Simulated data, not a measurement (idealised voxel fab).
process module | voxel double patterning
cross-section cut | 290 nm wide | cells 5 nm
A cross-section is a grid of square cells, given in bands from the top down. A band is one or more rows of cells.
Each band's line starts with the height of the band's top and of its bottom, in nm. Then come its materials from left to right, each with its width in nm. One material with "throughout" fills the band from edge to edge. "air" is empty space.
Height 0 is the level under which the wafer as received is all one material. The lowest band goes on downwards, as in "0 down".
A width such as "30 to 40" changes by the same amount from each row of cells to the next, from the band's top row to its bottom row.
"no change" after a step means that no cell of the cross-section changed.
closed voids: empty space of 8 cells or more with no open way to the top, each as width x height at its distance from the left edge, in nm
after a step's settings: what the simulator itself notes on the step
overlay nm, on a step with a mask: how far to the right of its planned place the mask lay; to the left if negative
plan
1 op RECEIVE | material Si
2 op CONFORMAL_DEP | material SiO2 | thk nm 5
3 op DIRECTIONAL_DEP | material TiN | thk nm 20
4 op DIRECTIONAL_DEP | material SiCN | thk nm 10
5 op DIRECTIONAL_DEP | material aC | thk nm 10
6 op PATTERN | tone open | mask id FIRST | material resist | width nm 15 | pitch nm 50 | thk nm 25 | overlay nm 0
7 op DIRECTIONAL_ETCH | etch materials aC | depth nm 5
8 op STRIP | etch materials resist
9 op DIRECTIONAL_ETCH | etch materials SiCN | depth nm 10
10 op STRIP | etch materials aC
11 op DIRECTIONAL_DEP | material aC | thk nm 15
12 op PATTERN | tone open | mask id SECOND | material resist | width nm 15 | pitch nm 50 | thk nm 35 | overlay nm 0
13 op DIRECTIONAL_ETCH | etch materials aC | depth nm 15
14 op STRIP | etch materials resist
15 op DIRECTIONAL_ETCH | etch materials SiCN | depth nm 10
16 op STRIP | etch materials aC
17 op DIRECTIONAL_ETCH | etch materials TiN | depth nm 20
18 op STRIP | etch materials SiCN
varied across the wafers: depth nm of step 7. The plan shows the first wafer's value. All wafers start alike
first wafer as received, after step 1
  0 down: Si throughout
  closed voids: none
first wafer at the end, after step 18
  25 to 5: TiN 110 | air 15 | TiN 35 | air 15 | TiN 115
  5 to 0: SiO2 throughout
  0 down: Si throughout
  closed voids: none
last wafer at the end
  25 to 5: TiN 85 | air 15 | TiN 10 | air 15 | TiN 10 | air 15 | TiN 10 | air 15 | TiN 10 | air 15 | TiN 90
  5 to 0: SiO2 throughout
  0 down: Si throughout
  closed voids: none
each wafer at the end: cells of each material gained (+) or lost (-) since it was received, then its closed voids
depth nm 5 | +58 SiO2 | +208 TiN | closed voids: none
depth nm 10 | +58 SiO2 | +172 TiN | closed voids: none
depth nm 15 | +58 SiO2 | +172 TiN | closed voids: none
depth nm 20 | +58 SiO2 | +172 TiN | closed voids: none
depth nm 25 | +58 SiO2 | +172 TiN | closed voids: none
